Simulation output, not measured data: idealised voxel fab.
Proc. module: voxel self aligned contacts
FYI the section here is cut, 215 nm wide, cells are 5 nm squares.
Bands, listed from the top down, are how a cross-section gets written in this document; the cross-section itself is a grid of square cells, and a band is one or more rows of them.
Within each band entry, the heights of the top and of the bottom of the band appear first, in that order and in nm; the materials of the band then follow from left to right, each with its corresponding width in nm. The designation "everywhere" on a single material indicates that it fills the band from edge to edge; the designation "empty" indicates empty space.
We count height from 0. Below that, the starting wafer is all one material. The lowest band never ends at the bottom but goes on down; see "0 down" for how that is written.
Read "30 to 40" as a graded width: first number on top, second number at the bottom, same change between each pair of neighbouring rows.
Take "no change occurred" at face value: in the step it is given for, the cross-section changed in none of its cells.
Closed empty spaces (no open way to the top) of 8 cells or more are what "Enclosed cavities" lists, each as width x height at distance from the left edge, nm for all three.
Formally, on a step line, whatever follows the settings is a remark that the simulator itself makes on the step.
You can add "overlay nm" to a step's line. For a step with a mask, it describes how far the mask lay to the right of its planned position, and a negative number describes a lay to the left.
Steps in the process plan:
1) RECEIVE | material Si
2) CONFORMAL_DEP | material SiO2 | thk nm 5
3) DIRECTIONAL_DEP | material polySi | thk nm 20
4) DIRECTIONAL_DEP | material SiN | thk nm 25
5) PATTERN | tone cover | mask id GATE | material resist | width nm 35 | pitch nm 75 | thk nm 15 | overlay nm 0
6) DIRECTIONAL_ETCH | etch materials SiN | depth nm 25
7) DIRECTIONAL_ETCH | etch materials polySi | depth nm 20
8) STRIP | etch materials resist
9) CONFORMAL_DEP | material SiN | thk nm 10
10) DIRECTIONAL_ETCH | etch materials SiN | depth nm 10
11) FILL_DEP | material SiO2 | thk nm 20
12) CMP | height nm 60
13) DIRECTIONAL_DEP | material aC | thk nm 10
14) PATTERN | tone open | mask id CONTACT | material resist | width nm 50 | pitch nm 75 | thk nm 25 | overlay nm 0
15) DIRECTIONAL_ETCH | etch materials aC | depth nm 10
16) STRIP | etch materials resist
17) DIRECTIONAL_ETCH | etch materials SiO2 | depth nm 60
18) STRIP | etch materials aC
19) CONFORMAL_DEP | material TiN | thk nm 5
20) FILL_DEP | material Ru | thk nm 10
21) CMP | height nm 60
22) CONFORMAL_DEP | material SiCN | thk nm 5
This is the cross-section of the wafer as we received it, i.e. after step 1:
	0 down | Si everywhere
	Enclosed cavities: none
First of two wafers: cross-section at end of module, run per plan:
	65 to 60 | SiCN everywhere
	60 to 50 | 45 nm SiO2  5 to 20 nm TiN  40 to 10 nm Ru  5 to 20 nm TiN  25 nm SiO2  5 to 20 nm TiN  40 to 10 nm Ru  5 to 20 nm TiN  45 nm SiO2
	50 to 25 | 5 nm SiO2  55 nm SiN  5 nm TiN  10 nm Ru  5 nm TiN  55 nm SiN  5 nm TiN  10 nm Ru  5 nm TiN  55 nm SiN  5 nm SiO2
	25 to 5 | 5 nm SiO2  10 nm SiN  35 nm polySi  10 nm SiN  5 nm TiN  10 nm Ru  5 nm TiN  10 nm SiN  35 nm polySi  10 nm SiN  5 nm TiN  10 nm Ru  5 nm TiN  10 nm SiN  35 nm polySi  10 nm SiN  5 nm SiO2
	5 to 0 | 60 nm SiO2  20 nm TiN  55 nm SiO2  20 nm TiN  60 nm SiO2
	0 down | Si everywhere
	Enclosed cavities: none
Cross-sectional image of the second wafer of the two following completion of the module. Starting state and process plan were the same as for the first wafer; one execution error occurred:
	65 to 60 | SiCN everywhere
	60 to 50 | 45 nm SiO2  5 to 20 nm TiN  40 to 10 nm Ru  5 to 20 nm TiN  25 nm SiO2  5 to 20 nm TiN  40 to 10 nm Ru  5 to 20 nm TiN  45 nm SiO2
	50 to 25 | 5 nm SiO2  55 nm SiN  5 nm TiN  10 nm Ru  5 nm TiN  55 nm SiN  5 nm TiN  10 nm Ru  5 nm TiN  55 nm SiN  5 nm SiO2
	25 to 20 | 60 nm SiO2  20 nm TiN  55 nm SiO2  20 nm TiN  60 nm SiO2
	20 to 0 | polySi everywhere
	0 down | Si everywhere
	Enclosed cavities: none
What broke from the plan during processing? the intended sequence of steps 2 and 3 was reversed during processing, with each occupying the position of the other
It is noted that, at the conclusion of processing, the second wafer exhibits a higher or lower cell count for certain materials relative to the first: -16 Ru; -48 SiN; -8 SiO2; -16 TiN; +88 polySi
